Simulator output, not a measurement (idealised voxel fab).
process module | voxel self aligned vias
cross-section cut | 215 nm wide | cells 5 nm
A cross-section is a grid of square cells, given in bands from the top down. A band is one or more rows of cells.
Each band's line starts with the height of the band's top and of its bottom, in nm. Then come its materials from left to right, each with its width in nm. One material with "throughout" fills the band from edge to edge. "air" is empty space.
Height 0 is the level under which the wafer as received is all one material. The lowest band goes on downwards, as in "0 down".
A width such as "30 to 40" changes by the same amount from each row of cells to the next, from the band's top row to its bottom row.
"no change" after a step means that no cell of the cross-section changed.
closed voids: empty space of 8 cells or more with no open way to the top, each as width x height at its distance from the left edge, in nm
after a step's settings: what the simulator itself notes on the step
overlay nm, on a step with a mask: how far to the right of its planned place the mask lay; to the left if negative
plan
1 op RECEIVE | material Si
2 op CONFORMAL_DEP | material SiO2 | thk nm 15
3 op CONFORMAL_DEP | material SiCN | thk nm 5
4 op DIRECTIONAL_DEP | material SiO2 | thk nm 30
5 op DIRECTIONAL_DEP | material aC | thk nm 15
6 op PATTERN | tone open | mask id LINES | material resist | width nm 25 | pitch nm 65 | thk nm 30 | overlay nm 0
7 op DIRECTIONAL_ETCH | etch materials aC | depth nm 15
8 op STRIP | etch materials resist
9 op DIRECTIONAL_ETCH | etch materials SiO2 | depth nm 30
10 op STRIP | etch materials aC
11 op CONFORMAL_DEP | material TiN | thk nm 5
12 op FILL_DEP | material Ru | thk nm 5
13 op CMP | height nm 50
14 op SELECTIVE_ETCH | etch materials W Ru TiN | depth nm 5
15 op FILL_DEP | material SiN | thk nm 10
16 op CMP | height nm 50
17 op DIRECTIONAL_DEP | material SiO2 | thk nm 20
18 op PATTERN | tone open | mask id VIAS | material resist | width nm 35 | pitch nm 65 | thk nm 15 | overlay nm 0
19 op DIRECTIONAL_ETCH | etch materials SiO2 | depth nm 20
20 op DIRECTIONAL_ETCH | etch materials SiN | depth nm 5
21 op STRIP | etch materials resist
22 op CONFORMAL_DEP | material TiN | thk nm 5
23 op FILL_DEP | material W | thk nm 10
24 op CMP | height nm 70
25 op CONFORMAL_DEP | material SiCN | thk nm 5
as received, after step 1
  0 down: Si throughout
  closed voids: none
a wafer at the end: this start, this plan, one mistake
  75 to 70: SiCN throughout
  70 to 55: SiO2 25 | TiN 5 | W 25 | TiN 5 | SiO2 30 | TiN 5 | W 25 | TiN 5 | SiO2 30 | TiN 5 | W 25 | TiN 5 | SiO2 25
  55 to 50: SiO2 25 | TiN 10 | W 15 | TiN 10 | SiO2 30 | TiN 10 | W 15 | TiN 10 | SiO2 30 | TiN 10 | W 15 | TiN 10 | SiO2 25
  50 to 45: SiO2 30 | TiN 25 | SiO2 40 | TiN 25 | SiO2 40 | TiN 25 | SiO2 30
  45 to 25: SiO2 30 | TiN 5 | Ru 15 | TiN 5 | SiO2 40 | TiN 5 | Ru 15 | TiN 5 | SiO2 40 | TiN 5 | Ru 15 | TiN 5 | SiO2 30
  25 to 20: SiO2 30 | TiN 25 | SiO2 40 | TiN 25 | SiO2 40 | TiN 25 | SiO2 30
  20 to 5: SiO2 throughout
  5 to 0: SiCN throughout
  0 down: Si throughout
  closed voids: none
what went wrong: steps 2 and 3 were swapped
